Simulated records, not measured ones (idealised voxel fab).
A process module follows: voxel capacitor over wiring.
Displayed cross-section: cut, width of 215 nm, square cells sized 5 nm.
Throughout this document, each cross-section is represented as a grid of square cells and is presented as a sequence of bands enumerated from the top downward, where a band comprises one or more rows of cells. Per band: top height and bottom height in nm, followed by the left-to-right materials and their widths in nm; "throughout" marks a single material spanning edge to edge, "blank" marks empty space. Heights are measured from 0, the level below which the as-received wafer is all one material; the lowest band has no bottom and continues downward, written as in "0..down". A width such as "30..40" changes by the same amount from each row of cells to the next, from the band's top row to its bottom row. "same as before" means the step left every cell of the cross-section as it was. "Closed void inventory" enumerates empty spaces isolated from the top, with no open way to it, that contain at least 8 cells, giving each as width x height at distance from the left edge, all three in nm. Post-settings text on a step line: simulator's own remark regarding the step. "overlay nm" denotes, for a step that has a mask, the displacement of the mask to the right of its planned place, with negative values corresponding to the left.
### So here's the lineup of process steps we planned
1) RECEIVE [material Si]
2) CONFORMAL_DEP [material SiO2] [thk nm 15]
3) CONFORMAL_DEP [material SiN] [thk nm 5]
4) DIRECTIONAL_DEP [material SiO2] [thk nm 25]
5) PATTERN [tone open] [mask id METAL_1] [material resist] [width nm 25] [pitch nm 80] [thk nm 15] [overlay nm 0]
6) DIRECTIONAL_ETCH [etch materials SiO2] [depth nm 25]
7) DIRECTIONAL_ETCH [etch materials SiN] [depth nm 5]
8) STRIP [etch materials resist]
9) CONFORMAL_DEP [material TiN] [thk nm 5]
10) FILL_DEP [material W] [thk nm 10]
11) CMP [height nm 45]
12) EPI [material Ru] [thk nm 5]
13) FILL_DEP [material SiCN] [thk nm 5]
14) DIRECTIONAL_DEP [material lowk] [thk nm 15]
15) PATTERN [tone open] [mask id PLUG_1] [material resist] [width nm 15] [thk nm 15] [overlay nm 0]
16) DIRECTIONAL_ETCH [etch materials lowk] [depth nm 15]
17) DIRECTIONAL_ETCH [etch materials SiCN] [depth nm 5]
18) STRIP [etch materials resist]
19) EPI [material Ru] [thk nm 10]
20) EPI [material Ru] [thk nm 10]
21) DIRECTIONAL_DEP [material TiN] [thk nm 5]
22) DIRECTIONAL_DEP [material HfO2] [thk nm 5]
23) DIRECTIONAL_DEP [material TiN] [thk nm 5]
24) PATTERN [tone cover] [mask id UPPER_PLATE] [material resist] [width nm 60] [thk nm 20] [overlay nm 0]
25) DIRECTIONAL_ETCH [etch materials TiN] [depth nm 5]
26) DIRECTIONAL_ETCH [etch materials HfO2] [depth nm 5]
27) STRIP [etch materials resist]
28) PATTERN [tone cover] [mask id LOWER_PLATE] [material resist] [width nm 70] [thk nm 20] [overlay nm 0]
29) DIRECTIONAL_ETCH [etch materials TiN] [depth nm 5]
30) STRIP [etch materials resist]
31) FILL_DEP [material SiO2] [thk nm 20]
32) CMP [height nm 100]
33) MASKED_ETCH [tone open] [mask id PLUG_2] [width nm 15] [etch materials SiO2] [depth nm 15] [overlay nm 0]
34) CONFORMAL_DEP [material TiN] [thk nm 5]
35) FILL_DEP [material Ru] [thk nm 10]
36) CMP [height nm 100]
37) CONFORMAL_DEP [material SiCN] [thk nm 5]
### First of two wafers - as planned
### as received, after step 1
* 0..down = Si throughout
* Closed void inventory: none
### State of the wafer after step 2, shown in cross-section
* 15..0 = SiO2 throughout
* Whatever lies below 0 is exactly as it was before.
### State of the wafer after step 3, shown in cross-section
* 20..15 = SiN throughout
* Whatever lies below 15 is exactly as it was before.
### State of the wafer after step 4, shown in cross-section
* 45..20 = SiO2 throughout
* Whatever lies below 20 is exactly as it was before.
### State of the wafer after step 5, shown in cross-section
* 60..45 = resist: 55, blank: 25, resist: 55, blank: 25, resist: 55
* Whatever lies below 45 is exactly as it was before.
### State of the wafer after step 6, shown in cross-section
* 60..45 = resist: 55, blank: 25, resist: 55, blank: 25, resist: 55
* 45..20 = SiO2: 55, blank: 25, SiO2: 55, blank: 25, SiO2: 55
* Whatever lies below 20 is exactly as it was before.
### State of the wafer after step 7, shown in cross-section
* 60..45 = resist: 55, blank: 25, resist: 55, blank: 25, resist: 55
* 45..20 = SiO2: 55, blank: 25, SiO2: 55, blank: 25, SiO2: 55
* 20..15 = SiN: 55, blank: 25, SiN: 55, blank: 25, SiN: 55
* Whatever lies below 15 is exactly as it was before.
### State of the wafer after step 8, shown in cross-section
* 45..20 = SiO2: 55, blank: 25, SiO2: 55, blank: 25, SiO2: 55
* Whatever lies below 20 is exactly as it was before.
### State of the wafer after step 9, shown in cross-section
* 50..45 = TiN: 60, blank: 15, TiN: 65, blank: 15, TiN: 60
* 45..20 = SiO2: 55, TiN: 5, blank: 15, TiN: 5, SiO2: 55, TiN: 5, blank: 15, TiN: 5, SiO2: 55
* 20..15 = SiN: 55, TiN: 25, SiN: 55, TiN: 25, SiN: 55
* Whatever lies below 15 is exactly as it was before.
### State of the wafer after step 10, shown in cross-section
* 60..50 = W throughout
* 50..45 = TiN: 60, W: 15, TiN: 65, W: 15, TiN: 60
* 45..20 = SiO2: 55, TiN: 5, W: 15, TiN: 5, SiO2: 55, TiN: 5, W: 15, TiN: 5, SiO2: 55
* Whatever lies below 20 is exactly as it was before.
### State of the wafer after step 11, shown in cross-section
* 45..20 = SiO2: 55, TiN: 5, W: 15, TiN: 5, SiO2: 55, TiN: 5, W: 15, TiN: 5, SiO2: 55
* Whatever lies below 20 is exactly as it was before.
### State of the wafer after step 12, shown in cross-section
* 50..45 = blank: 50, Ru: 35, blank: 45, Ru: 35, blank: 50
* Whatever lies below 45 is exactly as it was before.
### State of the wafer after step 13, shown in cross-section
* 55..50 = SiCN throughout
* 50..45 = SiCN: 50, Ru: 35, SiCN: 45, Ru: 35, SiCN: 50
* Whatever lies below 45 is exactly as it was before.
### State of the wafer after step 14, shown in cross-section
* 70..55 = lowk throughout
* Whatever lies below 55 is exactly as it was before.
### State of the wafer after step 15, shown in cross-section
* 85..70 = resist: 65, blank: 15, resist: 135
* Whatever lies below 70 is exactly as it was before.
### State of the wafer after step 16, shown in cross-section
* 85..70 = resist: 65, blank: 15, resist: 135
* 70..55 = lowk: 65, blank: 15, lowk: 135
* Whatever lies below 55 is exactly as it was before.
### State of the wafer after step 17, shown in cross-section
* 85..70 = resist: 65, blank: 15, resist: 135
* 70..55 = lowk: 65, blank: 15, lowk: 135
* 55..50 = SiCN: 65, blank: 15, SiCN: 135
* Whatever lies below 50 is exactly as it was before.
### State of the wafer after step 18, shown in cross-section
* 70..55 = lowk: 65, blank: 15, lowk: 135
* Whatever lies below 55 is exactly as it was before.
### State of the wafer after step 19, shown in cross-section
* 70..60 = lowk: 65, blank: 15, lowk: 135
* 60..55 = lowk: 65, Ru: 15, lowk: 135
* 55..50 = SiCN: 65, Ru: 15, SiCN: 135
* Whatever lies below 50 is exactly as it was before.
### State of the wafer after step 20, shown in cross-section
* 70..55 = lowk: 65, Ru: 15, lowk: 135
* Whatever lies below 55 is exactly as it was before.
### State of the wafer after step 21, shown in cross-section
* 75..70 = TiN throughout
* Whatever lies below 70 is exactly as it was before.
### State of the wafer after step 22, shown in cross-section
* 80..75 = HfO2 throughout
* Whatever lies below 75 is exactly as it was before.
### State of the wafer after step 23, shown in cross-section
* 85..80 = TiN throughout
* Whatever lies below 80 is exactly as it was before.
### State of the wafer after step 24, shown in cross-section
* 105..85 = blank: 65, resist: 60, blank: 90
* Whatever lies below 85 is exactly as it was before.
### State of the wafer after step 25, shown in cross-section
* 105..85 = blank: 65, resist: 60, blank: 90
* 85..80 = blank: 65, TiN: 60, blank: 90
* Whatever lies below 80 is exactly as it was before.
### State of the wafer after step 26, shown in cross-section
* 105..85 = blank: 65, resist: 60, blank: 90
* 85..80 = blank: 65, TiN: 60, blank: 90
* 80..75 = blank: 65, HfO2: 60, blank: 90
* Whatever lies below 75 is exactly as it was before.
### State of the wafer after step 27, shown in cross-section
* 85..80 = blank: 65, TiN: 60, blank: 90
* Whatever lies below 80 is exactly as it was before.
### State of the wafer after step 28, shown in cross-section
* 105..85 = blank: 60, resist: 70, blank: 85
* 85..80 = blank: 60, resist: 5, TiN: 60, resist: 5, blank: 85
* 80..75 = blank: 60, resist: 5, HfO2: 60, resist: 5, blank: 85
* Whatever lies below 75 is exactly as it was before.
### State of the wafer after step 29, shown in cross-section
* 105..85 = blank: 60, resist: 70, blank: 85
* 85..80 = blank: 60, resist: 5, TiN: 60, resist: 5, blank: 85
* 80..75 = blank: 60, resist: 5, HfO2: 60, resist: 5, blank: 85
* 75..70 = blank: 60, TiN: 70, blank: 85
* Whatever lies below 70 is exactly as it was before.
### State of the wafer after step 30, shown in cross-section
* 85..80 = blank: 65, TiN: 60, blank: 90
* 80..75 = blank: 65, HfO2: 60, blank: 90
* Whatever lies below 75 is exactly as it was before.
### State of the wafer after step 31, shown in cross-section
* 105..85 = SiO2 throughout
* 85..80 = SiO2: 65, TiN: 60, SiO2: 90
* 80..75 = SiO2: 65, HfO2: 60, SiO2: 90
* 75..70 = SiO2: 60, TiN: 70, SiO2: 85
* Whatever lies below 70 is exactly as it was before.
### State of the wafer after step 32, shown in cross-section
* 100..85 = SiO2 throughout
* Whatever lies below 85 is exactly as it was before.
### State of the wafer after step 33, shown in cross-section
* 100..85 = SiO2: 75, blank: 15, SiO2: 125
* Whatever lies below 85 is exactly as it was before.
### State of the wafer after step 34, shown in cross-section
* 105..100 = TiN: 80, blank: 5, TiN: 130
* 100..90 = SiO2: 75, TiN: 5, blank: 5, TiN: 5, SiO2: 125
* 90..80 = SiO2: 75..65, TiN: 15..60, SiO2: 125..90
* Whatever lies below 80 is exactly as it was before.
### State of the wafer after step 35, shown in cross-section
* 115..105 = Ru throughout
* 105..100 = TiN: 80, Ru: 5, TiN: 130
* 100..90 = SiO2: 75, TiN: 5, Ru: 5, TiN: 5, SiO2: 125
* Whatever lies below 90 is exactly as it was before.
### State of the wafer after step 36, shown in cross-section
* 100..90 = SiO2: 75, TiN: 5, Ru: 5, TiN: 5, SiO2: 125
* Whatever lies below 90 is exactly as it was before.
### State of the wafer after step 37, shown in cross-section
* 105..100 = SiCN throughout
* Whatever lies below 100 is exactly as it was before.
### Second wafer: same start and same plan as the first, one execution error; identical to the first through step 32
### Cross-section of the second wafer at the time step 33 of the plan should have ended
* 100..85 = SiO2: 80, blank: 15, SiO2: 120
* Whatever lies below 85 is exactly as it was before.
### Cross-section of the second wafer at the time step 34 of the plan should have ended
* 105..100 = TiN: 85, blank: 5, TiN: 125
* 100..90 = SiO2: 80, TiN: 5, blank: 5, TiN: 5, SiO2: 120
* 90..80 = SiO2: 80..65, TiN: 15..60, SiO2: 120..90
* Whatever lies below 80 is exactly as it was before.
### Cross-section of the second wafer at the time step 35 of the plan should have ended
* 115..105 = Ru throughout
* 105..100 = TiN: 85, Ru: 5, TiN: 125
* 100..90 = SiO2: 80, TiN: 5, Ru: 5, TiN: 5, SiO2: 120
* Whatever lies below 90 is exactly as it was before.
### Cross-section of the second wafer at the time step 36 of the plan should have ended
* 100..90 = SiO2: 80, TiN: 5, Ru: 5, TiN: 5, SiO2: 120
* Whatever lies below 90 is exactly as it was before.
### Cross-section of the second wafer at the time step 37 of the plan should have ended
* 105..100 = SiCN throughout
* Whatever lies below 100 is exactly as it was before.
What was done differently from what was planned? heads up, step 33 didn't go per plan, it actually ran as MASKED_ETCH [tone open] [mask id PLUG_2] [width nm 15] [etch materials SiO2] [depth nm 15] [overlay nm 5]
Final state: per-material cell counts identical on both wafers; locations differ.
